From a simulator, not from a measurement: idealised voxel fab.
Process module, titled voxel wiring stack
Shown is cross-section cut, with a width of 300 nm and square cells of size 5 nm.
Cross-section layout: square cells on a grid; listed as bands, top to bottom; a band spans one or more cell rows. Within each band entry, the heights of the top and of the bottom of the band appear first, in that order and in nm; the materials of the band then follow from left to right, each with its corresponding width in nm. The designation "full width" on a single material indicates that it fills the band from edge to edge; the designation "air" indicates empty space. Beneath 0, the wafer as received is one material, and that level is where height counting begins. The lowest band goes on downward without a bottom; it is written like "0 and below". A width such as "30 to 40" changes by the same amount from each row of cells to the next, from the band's top row to its bottom row. What does "nothing different" mean for a step? It means no cell of the cross-section changed in that step. Under "Internal closed voids" you'll find the enclosed gaps, the ones with no way out to the top, that are 8 cells or bigger; each reads width x height at distance, with distance counted from the left edge, everything in nm. Note: text after step settings on the step line = simulator remark on that step. overlay nm, on a step with a mask: how far to the right of its planned place the mask lay; to the left if negative.
[The steps planned for the process are as follows]
step 1: RECEIVE (material Si)
step 2: CONFORMAL_DEP (material SiO2; thk nm 10)
step 3: DIRECTIONAL_DEP (material TiN; thk nm 5)
step 4: DIRECTIONAL_DEP (material Ru; thk nm 15)
step 5: PATTERN (tone cover; mask id METAL_1; material resist; width nm 20; pitch nm 40; thk nm 15; overlay nm 0)
step 6: DIRECTIONAL_ETCH (etch materials Ru; depth nm 15)
step 7: DIRECTIONAL_ETCH (etch materials TiN; depth nm 5)
step 8: STRIP (etch materials resist)
step 9: CONFORMAL_DEP (material SiCN; thk nm 5)
step 10: FILL_DEP (material SiO2; thk nm 5)
step 11: CMP (height nm 30)
step 12: CONFORMAL_DEP (material SiCN; thk nm 5)
step 13: DIRECTIONAL_DEP (material SiO2; thk nm 15)
step 14: DIRECTIONAL_DEP (material aC; thk nm 15)
step 15: PATTERN (tone open; mask id PLUG_1; material resist; width nm 15; pitch nm 40; thk nm 30; overlay nm 0)
step 16: DIRECTIONAL_ETCH (etch materials aC; depth nm 15)
step 17: STRIP (etch materials resist)
step 18: DIRECTIONAL_ETCH (etch materials SiO2; depth nm 15)
step 19: DIRECTIONAL_ETCH (etch materials SiCN; depth nm 5)
step 20: STRIP (etch materials aC)
step 21: CONFORMAL_DEP (material TiN; thk nm 5)
step 22: FILL_DEP (material Cu; thk nm 5)
step 23: CMP (height nm 50)
step 24: CONFORMAL_DEP (material SiN; thk nm 5)
step 25: DIRECTIONAL_DEP (material lowk; thk nm 20)
step 26: DIRECTIONAL_DEP (material aC; thk nm 15)
step 27: PATTERN (tone open; mask id METAL_2; material resist; width nm 20; pitch nm 40; thk nm 30; overlay nm 0)
step 28: DIRECTIONAL_ETCH (etch materials aC; depth nm 15)
step 29: STRIP (etch materials resist)
step 30: DIRECTIONAL_ETCH (etch materials lowk; depth nm 20)
step 31: DIRECTIONAL_ETCH (etch materials SiN; depth nm 5)
step 32: STRIP (etch materials aC)
step 33: CONFORMAL_DEP (material TiN; thk nm 5)
step 34: FILL_DEP (material Cu; thk nm 5)
step 35: CMP (height nm 75)
step 36: CONFORMAL_DEP (material SiCN; thk nm 5)
step 37: DIRECTIONAL_DEP (material lowk; thk nm 30)
step 38: PATTERN (tone open; mask id METAL_3_HOLES; material resist; width nm 15; thk nm 20; overlay nm 0)
step 39: DIRECTIONAL_ETCH (etch materials lowk; depth nm 30)
step 40: STRIP (etch materials resist)
step 41: MASKED_ETCH (tone open; mask id METAL_3; width nm 20; pitch nm 40; etch materials lowk; depth nm 15; overlay nm 0)
step 42: MASKED_ETCH (tone open; mask id METAL_3; width nm 20; pitch nm 40; etch materials SiCN; depth nm 5; overlay nm 0)
step 43: CONFORMAL_DEP (material TiN; thk nm 5)
step 44: FILL_DEP (material Ru; thk nm 5)
step 45: CMP (height nm 110)
step 46: CONFORMAL_DEP (material SiN; thk nm 5)
[First wafer out of two, processed as planned]
[Wafer as received: cross-section following step 1]
- 0 and below | Si full width
- Internal closed voids: none
[Wafer xsec, post step 2]
- 10 down to 0 | SiO2 full width
- Everything under 0 stays put, no change at all.
[Wafer xsec, post step 3]
- 15 down to 10 | TiN full width
- Everything under 10 stays put, no change at all.
[Wafer xsec, post step 4]
- 30 down to 15 | Ru full width
- Everything under 15 stays put, no change at all.
[Wafer xsec, post step 5]
- 45 down to 30 | air (120); resist (20); air (20); resist (20); air (120)
- Everything under 30 stays put, no change at all.
[Wafer xsec, post step 6]
- 45 down to 30 | air (120); resist (20); air (20); resist (20); air (120)
- 30 down to 15 | air (120); Ru (20); air (20); Ru (20); air (120)
- Everything under 15 stays put, no change at all.
[Wafer xsec, post step 7]
- 45 down to 30 | air (120); resist (20); air (20); resist (20); air (120)
- 30 down to 15 | air (120); Ru (20); air (20); Ru (20); air (120)
- 15 down to 10 | air (120); TiN (20); air (20); TiN (20); air (120)
- Everything under 10 stays put, no change at all.
[Wafer xsec, post step 8]
- 30 down to 15 | air (120); Ru (20); air (20); Ru (20); air (120)
- Everything under 15 stays put, no change at all.
[Wafer xsec, post step 9]
- 35 down to 30 | air (115); SiCN (30); air (10); SiCN (30); air (115)
- 30 down to 15 | air (115); SiCN (5); Ru (20); SiCN (5); air (10); SiCN (5); Ru (20); SiCN (5); air (115)
- 15 down to 10 | SiCN (120); TiN (20); SiCN (20); TiN (20); SiCN (120)
- Everything under 10 stays put, no change at all.
[Wafer xsec, post step 10]
- 40 down to 35 | SiO2 full width
- 35 down to 30 | SiO2 (115); SiCN (30); SiO2 (10); SiCN (30); SiO2 (115)
- 30 down to 15 | SiO2 (115); SiCN (5); Ru (20); SiCN (5); SiO2 (10); SiCN (5); Ru (20); SiCN (5); SiO2 (115)
- Everything under 15 stays put, no change at all.
[Wafer xsec, post step 11]
- 30 down to 15 | SiO2 (115); SiCN (5); Ru (20); SiCN (5); SiO2 (10); SiCN (5); Ru (20); SiCN (5); SiO2 (115)
- Everything under 15 stays put, no change at all.
[Wafer xsec, post step 12]
- 35 down to 30 | SiCN full width
- Everything under 30 stays put, no change at all.
[Wafer xsec, post step 13]
- 50 down to 35 | SiO2 full width
- Everything under 35 stays put, no change at all.
[Wafer xsec, post step 14]
- 65 down to 50 | aC full width
- Everything under 50 stays put, no change at all.
[Wafer xsec, post step 15]
- 95 down to 65 | resist (120); air (15); resist (25); air (15); resist (125)
- Everything under 65 stays put, no change at all.
[Wafer xsec, post step 16]
- 80 down to 65 | resist (120); air (15); resist (25); air (15); resist (125)
- 65 down to 50 | aC (120); air (15); aC (25); air (15); aC (125)
- Everything under 50 stays put, no change at all.
[Wafer xsec, post step 17]
- 65 down to 50 | aC (120); air (15); aC (25); air (15); aC (125)
- Everything under 50 stays put, no change at all.
[Wafer xsec, post step 18]
- 65 down to 50 | aC (120); air (15); aC (25); air (15); aC (125)
- 50 down to 35 | SiO2 (120); air (15); SiO2 (25); air (15); SiO2 (125)
- Everything under 35 stays put, no change at all.
[Wafer xsec, post step 19]
- 65 down to 50 | aC (120); air (15); aC (25); air (15); aC (125)
- 50 down to 35 | SiO2 (120); air (15); SiO2 (25); air (15); SiO2 (125)
- 35 down to 30 | SiCN (120); air (15); SiCN (25); air (15); SiCN (125)
- Everything under 30 stays put, no change at all.
[Wafer xsec, post step 20]
- 50 down to 35 | SiO2 (120); air (15); SiO2 (25); air (15); SiO2 (125)
- Everything under 35 stays put, no change at all.
[Wafer xsec, post step 21]
- 55 down to 50 | TiN (125); air (5); TiN (35); air (5); TiN (130)
- 50 down to 35 | SiO2 (120); TiN (5); air (5); TiN (5); SiO2 (25); TiN (5); air (5); TiN (5); SiO2 (125)
- 35 down to 30 | SiCN (120); TiN (15); SiCN (25); TiN (15); SiCN (125)
- Everything under 30 stays put, no change at all.
[Wafer xsec, post step 22]
- 60 down to 55 | Cu full width
- 55 down to 50 | TiN (125); Cu (5); TiN (35); Cu (5); TiN (130)
- 50 down to 35 | SiO2 (120); TiN (5); Cu (5); TiN (5); SiO2 (25); TiN (5); Cu (5); TiN (5); SiO2 (125)
- Everything under 35 stays put, no change at all.
[Wafer xsec, post step 23]
- 50 down to 35 | SiO2 (120); TiN (5); Cu (5); TiN (5); SiO2 (25); TiN (5); Cu (5); TiN (5); SiO2 (125)
- Everything under 35 stays put, no change at all.
[Wafer xsec, post step 24]
- 55 down to 50 | SiN full width
- Everything under 50 stays put, no change at all.
[Wafer xsec, post step 25]
- 75 down to 55 | lowk full width
- Everything under 55 stays put, no change at all.
[Wafer xsec, post step 26]
- 90 down to 75 | aC full width
- Everything under 75 stays put, no change at all.
[Wafer xsec, post step 27]
- 120 down to 90 | resist (120); air (20); resist (20); air (20); resist (120)
- Everything under 90 stays put, no change at all.
[Wafer xsec, post step 28]
- 105 down to 90 | resist (120); air (20); resist (20); air (20); resist (120)
- 90 down to 75 | aC (120); air (20); aC (20); air (20); aC (120)
- Everything under 75 stays put, no change at all.
[Wafer xsec, post step 29]
- 90 down to 75 | aC (120); air (20); aC (20); air (20); aC (120)
- Everything under 75 stays put, no change at all.
[Wafer xsec, post step 30]
- 90 down to 75 | aC (120); air (20); aC (20); air (20); aC (120)
- 75 down to 55 | lowk (120); air (20); lowk (20); air (20); lowk (120)
- Everything under 55 stays put, no change at all.
[Wafer xsec, post step 31]
- 90 down to 75 | aC (120); air (20); aC (20); air (20); aC (120)
- 75 down to 55 | lowk (120); air (20); lowk (20); air (20); lowk (120)
- 55 down to 50 | SiN (120); air (20); SiN (20); air (20); SiN (120)
- Everything under 50 stays put, no change at all.
[Wafer xsec, post step 32]
- 75 down to 55 | lowk (120); air (20); lowk (20); air (20); lowk (120)
- Everything under 55 stays put, no change at all.
[Wafer xsec, post step 33]
- 80 down to 75 | TiN (125); air (10); TiN (30); air (10); TiN (125)
- 75 down to 55 | lowk (120); TiN (5); air (10); TiN (5); lowk (20); TiN (5); air (10); TiN (5); lowk (120)
- 55 down to 50 | SiN (120); TiN (20); SiN (20); TiN (20); SiN (120)
- Everything under 50 stays put, no change at all.
[Wafer xsec, post step 34]
- 85 down to 80 | Cu full width
- 80 down to 75 | TiN (125); Cu (10); TiN (30); Cu (10); TiN (125)
- 75 down to 55 | lowk (120); TiN (5); Cu (10); TiN (5); lowk (20); TiN (5); Cu (10); TiN (5); lowk (120)
- Everything under 55 stays put, no change at all.
[Wafer xsec, post step 35]
- 75 down to 55 | lowk (120); TiN (5); Cu (10); TiN (5); lowk (20); TiN (5); Cu (10); TiN (5); lowk (120)
- Everything under 55 stays put, no change at all.
[Wafer xsec, post step 36]
- 80 down to 75 | SiCN full width
- Everything under 75 stays put, no change at all.
[Wafer xsec, post step 37]
- 110 down to 80 | lowk full width
- Everything under 80 stays put, no change at all.
[Wafer xsec, post step 38]
- 130 down to 110 | resist (120); air (15); resist (165)
- Everything under 110 stays put, no change at all.
[Wafer xsec, post step 39]
- 130 down to 110 | resist (120); air (15); resist (165)
- 110 down to 80 | lowk (120); air (15); lowk (165)
- Everything under 80 stays put, no change at all.
[Wafer xsec, post step 40]
- 110 down to 80 | lowk (120); air (15); lowk (165)
- Everything under 80 stays put, no change at all.
[Wafer xsec, post step 41]
- 110 down to 95 | lowk (120); air (20); lowk (20); air (20); lowk (120)
- Everything under 95 stays put, no change at all.
[Wafer xsec, post step 42]
- 110 down to 95 | lowk (120); air (20); lowk (20); air (20); lowk (120)
- 95 down to 80 | lowk (120); air (15); lowk (165)
- 80 down to 75 | SiCN (120); air (15); SiCN (165)
- Everything under 75 stays put, no change at all.
[Wafer xsec, post step 43]
- 115 down to 110 | TiN (125); air (10); TiN (30); air (10); TiN (125)
- 110 down to 100 | lowk (120); TiN (5); air (10); TiN (5); lowk (20); TiN (5); air (10); TiN (5); lowk (120)
- 100 down to 95 | lowk (120); TiN (5); air (5); TiN (10); lowk (20); TiN (20); lowk (120)
- 95 down to 80 | lowk (120); TiN (5); air (5); TiN (5); lowk (165)
- 80 down to 75 | SiCN (120); TiN (15); SiCN (165)
- Everything under 75 stays put, no change at all.
[Wafer xsec, post step 44]
- 120 down to 115 | Ru full width
- 115 down to 110 | TiN (125); Ru (10); TiN (30); Ru (10); TiN (125)
- 110 down to 100 | lowk (120); TiN (5); Ru (10); TiN (5); lowk (20); TiN (5); Ru (10); TiN (5); lowk (120)
- 100 down to 95 | lowk (120); TiN (5); Ru (5); TiN (10); lowk (20); TiN (20); lowk (120)
- 95 down to 80 | lowk (120); TiN (5); Ru (5); TiN (5); lowk (165)
- Everything under 80 stays put, no change at all.
[Wafer xsec, post step 45]
- 110 down to 100 | lowk (120); TiN (5); Ru (10); TiN (5); lowk (20); TiN (5); Ru (10); TiN (5); lowk (120)
- Everything under 100 stays put, no change at all.
[Wafer xsec, post step 46]
- 115 down to 110 | SiN full width
- Everything under 110 stays put, no change at all.
[Now the other wafer: same start, same recipe, but we messed up one thing when running it. Up to and including step 2 it's the same as the first one]
[At the planned end of step 3, the second wafer in cross-section]
- 15 down to 10 | SiN full width
- Everything under 10 stays put, no change at all.
[At the planned end of step 4, the second wafer in cross-section]
- 30 down to 15 | Ru full width
- Everything under 15 stays put, no change at all.
[At the planned end of step 5, the second wafer in cross-section]
- 45 down to 30 | air (120); resist (20); air (20); resist (20); air (120)
- Everything under 30 stays put, no change at all.
[At the planned end of step 6, the second wafer in cross-section]
- 45 down to 30 | air (120); resist (20); air (20); resist (20); air (120)
- 30 down to 15 | air (120); Ru (20); air (20); Ru (20); air (120)
- Everything under 15 stays put, no change at all.
At the planned end of step 7, the second wafer in cross-section: nothing different
[At the planned end of step 8, the second wafer in cross-section]
- 30 down to 15 | air (120); Ru (20); air (20); Ru (20); air (120)
- Everything under 15 stays put, no change at all.
[At the planned end of step 9, the second wafer in cross-section]
- 35 down to 30 | air (115); SiCN (30); air (10); SiCN (30); air (115)
- 30 down to 20 | air (115); SiCN (5); Ru (20); SiCN (5); air (10); SiCN (5); Ru (20); SiCN (5); air (115)
- 20 down to 15 | SiCN (120); Ru (20); SiCN (20); Ru (20); SiCN (120)
- Everything under 15 stays put, no change at all.
[At the planned end of step 10, the second wafer in cross-section]
- 40 down to 35 | SiO2 full width
- 35 down to 30 | SiO2 (115); SiCN (30); SiO2 (10); SiCN (30); SiO2 (115)
- 30 down to 20 | SiO2 (115); SiCN (5); Ru (20); SiCN (5); SiO2 (10); SiCN (5); Ru (20); SiCN (5); SiO2 (115)
- Everything under 20 stays put, no change at all.
[At the planned end of step 11, the second wafer in cross-section]
- 30 down to 20 | SiO2 (115); SiCN (5); Ru (20); SiCN (5); SiO2 (10); SiCN (5); Ru (20); SiCN (5); SiO2 (115)
- Everything under 20 stays put, no change at all.
[At the planned end of step 12, the second wafer in cross-section]
- 35 down to 30 | SiCN full width
- Everything under 30 stays put, no change at all.
[At the planned end of step 13, the second wafer in cross-section]
- 50 down to 35 | SiO2 full width
- Everything under 35 stays put, no change at all.
[At the planned end of step 14, the second wafer in cross-section]
- 65 down to 50 | aC full width
- Everything under 50 stays put, no change at all.
[At the planned end of step 15, the second wafer in cross-section]
- 95 down to 65 | resist (120); air (15); resist (25); air (15); resist (125)
- Everything under 65 stays put, no change at all.
[At the planned end of step 16, the second wafer in cross-section]
- 80 down to 65 | resist (120); air (15); resist (25); air (15); resist (125)
- 65 down to 50 | aC (120); air (15); aC (25); air (15); aC (125)
- Everything under 50 stays put, no change at all.
[At the planned end of step 17, the second wafer in cross-section]
- 65 down to 50 | aC (120); air (15); aC (25); air (15); aC (125)
- Everything under 50 stays put, no change at all.
[At the planned end of step 18, the second wafer in cross-section]
- 65 down to 50 | aC (120); air (15); aC (25); air (15); aC (125)
- 50 down to 35 | SiO2 (120); air (15); SiO2 (25); air (15); SiO2 (125)
- Everything under 35 stays put, no change at all.
[At the planned end of step 19, the second wafer in cross-section]
- 65 down to 50 | aC (120); air (15); aC (25); air (15); aC (125)
- 50 down to 35 | SiO2 (120); air (15); SiO2 (25); air (15); SiO2 (125)
- 35 down to 30 | SiCN (120); air (15); SiCN (25); air (15); SiCN (125)
- Everything under 30 stays put, no change at all.
[At the planned end of step 20, the second wafer in cross-section]
- 50 down to 35 | SiO2 (120); air (15); SiO2 (25); air (15); SiO2 (125)
- Everything under 35 stays put, no change at all.
[At the planned end of step 21, the second wafer in cross-section]
- 55 down to 50 | TiN (125); air (5); TiN (35); air (5); TiN (130)
- 50 down to 35 | SiO2 (120); TiN (5); air (5); TiN (5); SiO2 (25); TiN (5); air (5); TiN (5); SiO2 (125)
- 35 down to 30 | SiCN (120); TiN (15); SiCN (25); TiN (15); SiCN (125)
- Everything under 30 stays put, no change at all.
[At the planned end of step 22, the second wafer in cross-section]
- 60 down to 55 | Cu full width
- 55 down to 50 | TiN (125); Cu (5); TiN (35); Cu (5); TiN (130)
- 50 down to 35 | SiO2 (120); TiN (5); Cu (5); TiN (5); SiO2 (25); TiN (5); Cu (5); TiN (5); SiO2 (125)
- Everything under 35 stays put, no change at all.
[At the planned end of step 23, the second wafer in cross-section]
- 50 down to 35 | SiO2 (120); TiN (5); Cu (5); TiN (5); SiO2 (25); TiN (5); Cu (5); TiN (5); SiO2 (125)
- Everything under 35 stays put, no change at all.
[At the planned end of step 24, the second wafer in cross-section]
- 55 down to 50 | SiN full width
- Everything under 50 stays put, no change at all.
[At the planned end of step 25, the second wafer in cross-section]
- 75 down to 55 | lowk full width
- Everything under 55 stays put, no change at all.
[At the planned end of step 26, the second wafer in cross-section]
- 90 down to 75 | aC full width
- Everything under 75 stays put, no change at all.
[At the planned end of step 27, the second wafer in cross-section]
- 120 down to 90 | resist (120); air (20); resist (20); air (20); resist (120)
- Everything under 90 stays put, no change at all.
[At the planned end of step 28, the second wafer in cross-section]
- 105 down to 90 | resist (120); air (20); resist (20); air (20); resist (120)
- 90 down to 75 | aC (120); air (20); aC (20); air (20); aC (120)
- Everything under 75 stays put, no change at all.
[At the planned end of step 29, the second wafer in cross-section]
- 90 down to 75 | aC (120); air (20); aC (20); air (20); aC (120)
- Everything under 75 stays put, no change at all.
[At the planned end of step 30, the second wafer in cross-section]
- 90 down to 75 | aC (120); air (20); aC (20); air (20); aC (120)
- 75 down to 55 | lowk (120); air (20); lowk (20); air (20); lowk (120)
- Everything under 55 stays put, no change at all.
[At the planned end of step 31, the second wafer in cross-section]
- 90 down to 75 | aC (120); air (20); aC (20); air (20); aC (120)
- 75 down to 55 | lowk (120); air (20); lowk (20); air (20); lowk (120)
- 55 down to 50 | SiN (120); air (20); SiN (20); air (20); SiN (120)
- Everything under 50 stays put, no change at all.
[At the planned end of step 32, the second wafer in cross-section]
- 75 down to 55 | lowk (120); air (20); lowk (20); air (20); lowk (120)
- Everything under 55 stays put, no change at all.
[At the planned end of step 33, the second wafer in cross-section]
- 80 down to 75 | TiN (125); air (10); TiN (30); air (10); TiN (125)
- 75 down to 55 | lowk (120); TiN (5); air (10); TiN (5); lowk (20); TiN (5); air (10); TiN (5); lowk (120)
- 55 down to 50 | SiN (120); TiN (20); SiN (20); TiN (20); SiN (120)
- Everything under 50 stays put, no change at all.
[At the planned end of step 34, the second wafer in cross-section]
- 85 down to 80 | Cu full width
- 80 down to 75 | TiN (125); Cu (10); TiN (30); Cu (10); TiN (125)
- 75 down to 55 | lowk (120); TiN (5); Cu (10); TiN (5); lowk (20); TiN (5); Cu (10); TiN (5); lowk (120)
- Everything under 55 stays put, no change at all.
[At the planned end of step 35, the second wafer in cross-section]
- 75 down to 55 | lowk (120); TiN (5); Cu (10); TiN (5); lowk (20); TiN (5); Cu (10); TiN (5); lowk (120)
- Everything under 55 stays put, no change at all.
[At the planned end of step 36, the second wafer in cross-section]
- 80 down to 75 | SiCN full width
- Everything under 75 stays put, no change at all.
[At the planned end of step 37, the second wafer in cross-section]
- 110 down to 80 | lowk full width
- Everything under 80 stays put, no change at all.
[At the planned end of step 38, the second wafer in cross-section]
- 130 down to 110 | resist (120); air (15); resist (165)
- Everything under 110 stays put, no change at all.
[At the planned end of step 39, the second wafer in cross-section]
- 130 down to 110 | resist (120); air (15); resist (165)
- 110 down to 80 | lowk (120); air (15); lowk (165)
- Everything under 80 stays put, no change at all.
[At the planned end of step 40, the second wafer in cross-section]
- 110 down to 80 | lowk (120); air (15); lowk (165)
- Everything under 80 stays put, no change at all.
[At the planned end of step 41, the second wafer in cross-section]
- 110 down to 95 | lowk (120); air (20); lowk (20); air (20); lowk (120)
- Everything under 95 stays put, no change at all.
[At the planned end of step 42, the second wafer in cross-section]
- 110 down to 95 | lowk (120); air (20); lowk (20); air (20); lowk (120)
- 95 down to 80 | lowk (120); air (15); lowk (165)
- 80 down to 75 | SiCN (120); air (15); SiCN (165)
- Everything under 75 stays put, no change at all.
[At the planned end of step 43, the second wafer in cross-section]
- 115 down to 110 | TiN (125); air (10); TiN (30); air (10); TiN (125)
- 110 down to 100 | lowk (120); TiN (5); air (10); TiN (5); lowk (20); TiN (5); air (10); TiN (5); lowk (120)
- 100 down to 95 | lowk (120); TiN (5); air (5); TiN (10); lowk (20); TiN (20); lowk (120)
- 95 down to 80 | lowk (120); TiN (5); air (5); TiN (5); lowk (165)
- 80 down to 75 | SiCN (120); TiN (15); SiCN (165)
- Everything under 75 stays put, no change at all.
[At the planned end of step 44, the second wafer in cross-section]
- 120 down to 115 | Ru full width
- 115 down to 110 | TiN (125); Ru (10); TiN (30); Ru (10); TiN (125)
- 110 down to 100 | lowk (120); TiN (5); Ru (10); TiN (5); lowk (20); TiN (5); Ru (10); TiN (5); lowk (120)
- 100 down to 95 | lowk (120); TiN (5); Ru (5); TiN (10); lowk (20); TiN (20); lowk (120)
- 95 down to 80 | lowk (120); TiN (5); Ru (5); TiN (5); lowk (165)
- Everything under 80 stays put, no change at all.
[At the planned end of step 45, the second wafer in cross-section]
- 110 down to 100 | lowk (120); TiN (5); Ru (10); TiN (5); lowk (20); TiN (5); Ru (10); TiN (5); lowk (120)
- Everything under 100 stays put, no change at all.
[At the planned end of step 46, the second wafer in cross-section]
- 115 down to 110 | SiN full width
- Everything under 110 stays put, no change at all.
what went wrong: step 3 ran as: DIRECTIONAL_DEP (material SiN; thk nm 5)
In the final state, the cell counts of the second wafer exceed or fall short of those of the first for the following materials: SiCN: 4 fewer | SiN: 60 more | SiO2: 48 fewer | TiN: 8 fewer
